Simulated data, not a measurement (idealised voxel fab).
Title: Process Module voxel released beams
Shown is cross-section cut, with a width of 295 nm and square cells of size 5 nm.
In this document a cross-section is written as a grid of square cells. It is given as a series of bands, listed from the top down, and a band is one or more rows of cells. Top, bottom (nm), then materials left to right with widths (nm); lone material tagged "all across" fills the whole band edge to edge; "blank" = empty space. Height reference: 0 = level under which incoming wafer is all one material. Lowest band: no bottom, runs on downward, e.g. "0 nm and below". Read "30..40" as a graded width: first number on top, second number at the bottom, same change between each pair of neighbouring rows. Basically "remains unaltered" means that step didn't change any cell in the cross-section. The entry titled "Sealed-off cavities" provides the empty spaces that have no open way to the top, restricted to those of 8 cells or more. Each is presented as width x height at distance, the distance being measured from the left edge, with all three in nm. Formally, on a step line, whatever follows the settings is a remark that the simulator itself makes on the step. Each step line may optionally specify "overlay nm", which for a step with a mask gives the rightward distance between the mask's planned place and where it lay, a negative value indicating the leftward direction.

[Here's what the planned process steps look like]
| 1 | RECEIVE, material Si |
| 2 | CONFORMAL_DEP, material SiN, thk nm 5 |
| 3 | DIRECTIONAL_DEP, material SiO2, thk nm 10 |
| 4 | PATTERN, tone open, mask id ANCHOR, material resist, width nm 40, thk nm 20, overlay nm 0 |
| 5 | DIRECTIONAL_ETCH, etch materials SiO2, depth nm 10 |
| 6 | STRIP, etch materials resist |
| 7 | CONFORMAL_DEP, material TiN, thk nm 15 |
| 8 | DIRECTIONAL_DEP, material aC, thk nm 10 |
| 9 | PATTERN, tone cover, mask id BEAM, material resist, width nm 120, thk nm 25, overlay nm 0 |
| 10 | DIRECTIONAL_ETCH, etch materials aC, depth nm 10 |
| 11 | STRIP, etch materials resist |
| 12 | DIRECTIONAL_ETCH, etch materials TiN, depth nm 15 |
| 13 | STRIP, etch materials aC |
| 14 | STRIP, etch materials SiO2 |

[Wafer at receipt (post step 1), cross-section]
> 0 nm and below: Si all across
> Sealed-off cavities: none

[First of two wafers at the end of the module, shown in cross-section; run carried out as planned]
> 30 nm to 20 nm: blank: 85, TiN: 20, blank: 10, TiN: 90, blank: 90
> 20 nm to 15 nm: blank: 85, TiN: 120, blank: 90
> 15 nm to 5 nm: blank: 90, TiN: 40, blank: 165
> 5 nm to 0 nm: SiN all across
> 0 nm and below: Si all across
> Sealed-off cavities: none

[This is the second of the two wafers, cross-sectioned at the end of the module; it started exactly like the first and was given the same plan, but it was run with one mistake]
> 45 nm to 30 nm: blank: 85, TiN: 120, blank: 90
> 30 nm to 15 nm: TiN all across
> 15 nm to 5 nm: SiO2: 90, TiN: 40, SiO2: 165
> 5 nm to 0 nm: SiN all across
> 0 nm and below: Si all across
> Sealed-off cavities: none
Misprocessing identified: step 7 was run twice
Final cells, second wafer relative to first, materials higher or lower: SiO2 +102 | TiN +181
